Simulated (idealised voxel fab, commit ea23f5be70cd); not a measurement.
This section sets out a process module, namely voxel released beams.
Section shown: cut. Width: 290 nm. Cell size: 5 nm, square.
In what follows, cross-sections appear as grids of square cells, described through bands that run from the top down, where every band is one or more rows of cells. Band: top height; bottom height; in nm. Then, left to right: material with width in nm, for each material. "all across": a single material spanning edge to edge. "blank": empty space. Heights are expressed relative to 0, this being the level below which the as-received wafer comprises one material exclusively. The lowest band is unbounded in the downward direction and is denoted as in "0 nm and below". Read "30->40" as a graded width: first number on top, second number at the bottom, same change between each pair of neighbouring rows. Basically "nothing changed" means that step didn't change any cell in the cross-section. The list in "Enclosed void entries" covers empty spaces of 8 cells or more that cannot reach the top through any open way, and it gives each as width x height at distance; the distance is from the left edge, and width, height and distance are in nm. after a step's settings: what the simulator itself notes on the step. "overlay nm", when on a step's line for a step with a mask, measures how far to the right of its planned place the mask lay; a negative measure means to the left.

**The following list gives the planned process steps**
1. RECEIVE | material Si
2. CONFORMAL_DEP | material SiN | thk nm 5
3. DIRECTIONAL_DEP | material SiO2 | thk nm 10
4. DIRECTIONAL_DEP | material aC | thk nm 10
5. PATTERN | tone open | mask id ANCHOR | material resist | width nm 40 | thk nm 25 | overlay nm 0
6. DIRECTIONAL_ETCH | etch materials aC | depth nm 10
7. STRIP | etch materials resist
8. DIRECTIONAL_ETCH | etch materials SiO2 | depth nm 10
9. STRIP | etch materials aC
10. CONFORMAL_DEP | material W | thk nm 15
11. MASKED_ETCH | tone cover | mask id BEAM | width nm 120 | etch materials W | depth nm 15 | overlay nm 0
12. STRIP | etch materials SiO2

**First of two wafers, with the run carried out as planned**

**Wafer as received: cross-section following step 1**
> 0 nm and below  Si all across
> Enclosed void entries: none

**Cross-section: wafer state after step 2**
> 5 nm to 0 nm  SiN all across
> Heights below 0 show no change.

**Cross-section: wafer state after step 3**
> 15 nm to 5 nm  SiO2 all across
> Heights below 5 show no change.

**Cross-section: wafer state after step 4**
> 25 nm to 15 nm  aC all across
> Heights below 15 show no change.

**Cross-section: wafer state after step 5**
> 50 nm to 25 nm  resist=85, blank=40, resist=165
> Heights below 25 show no change.

**Cross-section: wafer state after step 6**
> 40 nm to 25 nm  resist=85, blank=40, resist=165
> 25 nm to 15 nm  aC=85, blank=40, aC=165
> Heights below 15 show no change.

**Cross-section: wafer state after step 7**
> 25 nm to 15 nm  aC=85, blank=40, aC=165
> Heights below 15 show no change.

**Cross-section: wafer state after step 8**
> 25 nm to 15 nm  aC=85, blank=40, aC=165
> 15 nm to 5 nm  SiO2=85, blank=40, SiO2=165
> Heights below 5 show no change.

**Cross-section: wafer state after step 9**
> 15 nm to 5 nm  SiO2=85, blank=40, SiO2=165
> Heights below 5 show no change.

**Cross-section: wafer state after step 10**
> 30 nm to 20 nm  W=100, blank=10, W=180
> 20 nm to 15 nm  W all across
> 15 nm to 5 nm  SiO2=85, W=40, SiO2=165
> Heights below 5 show no change.

**Cross-section: wafer state after step 11**
> 30 nm to 20 nm  blank=80, W=20, blank=10, W=90, blank=90
> 20 nm to 15 nm  blank=80, W=120, blank=90
> Heights below 15 show no change.

**Cross-section: wafer state after step 12**
> 30 nm to 20 nm  blank=80, W=20, blank=10, W=90, blank=90
> 20 nm to 15 nm  blank=80, W=120, blank=90
> 15 nm to 5 nm  blank=85, W=40, blank=165
> Heights below 5 show no change.

**second wafer: like start, like plan, one mistake. Through step 1 it matches the first wafer**

**Look at the second wafer in cross-section at the time step 2 ought to have finished**
> 15 nm to 0 nm  SiN all across
> Heights below 0 show no change.

**Look at the second wafer in cross-section at the time step 3 ought to have finished**
> 25 nm to 15 nm  SiO2 all across
> Heights below 15 show no change.

**Look at the second wafer in cross-section at the time step 4 ought to have finished**
> 35 nm to 25 nm  aC all across
> Heights below 25 show no change.

**Look at the second wafer in cross-section at the time step 5 ought to have finished**
> 60 nm to 35 nm  resist=85, blank=40, resist=165
> Heights below 35 show no change.

**Look at the second wafer in cross-section at the time step 6 ought to have finished**
> 50 nm to 35 nm  resist=85, blank=40, resist=165
> 35 nm to 25 nm  aC=85, blank=40, aC=165
> Heights below 25 show no change.

**Look at the second wafer in cross-section at the time step 7 ought to have finished**
> 35 nm to 25 nm  aC=85, blank=40, aC=165
> Heights below 25 show no change.

**Look at the second wafer in cross-section at the time step 8 ought to have finished**
> 35 nm to 25 nm  aC=85, blank=40, aC=165
> 25 nm to 15 nm  SiO2=85, blank=40, SiO2=165
> Heights below 15 show no change.

**Look at the second wafer in cross-section at the time step 9 ought to have finished**
> 25 nm to 15 nm  SiO2=85, blank=40, SiO2=165
> Heights below 15 show no change.

**Look at the second wafer in cross-section at the time step 10 ought to have finished**
> 40 nm to 30 nm  W=100, blank=10, W=180
> 30 nm to 25 nm  W all across
> 25 nm to 15 nm  SiO2=85, W=40, SiO2=165
> Heights below 15 show no change.

**Look at the second wafer in cross-section at the time step 11 ought to have finished**
> 40 nm to 30 nm  blank=80, W=20, blank=10, W=90, blank=90
> 30 nm to 25 nm  blank=80, W=120, blank=90
> Heights below 25 show no change.

**Look at the second wafer in cross-section at the time step 12 ought to have finished**
> 40 nm to 30 nm  blank=80, W=20, blank=10, W=90, blank=90
> 30 nm to 25 nm  blank=80, W=120, blank=90
> 25 nm to 15 nm  blank=85, W=40, blank=165
> Heights below 15 show no change.
What was done differently from what was planned? so step 2 ended up running with a different setting than we planned, it ran as CONFORMAL_DEP | material SiN | thk nm 15
Materials where the second wafer ends with more or fewer cells than the first: 116 more of SiN
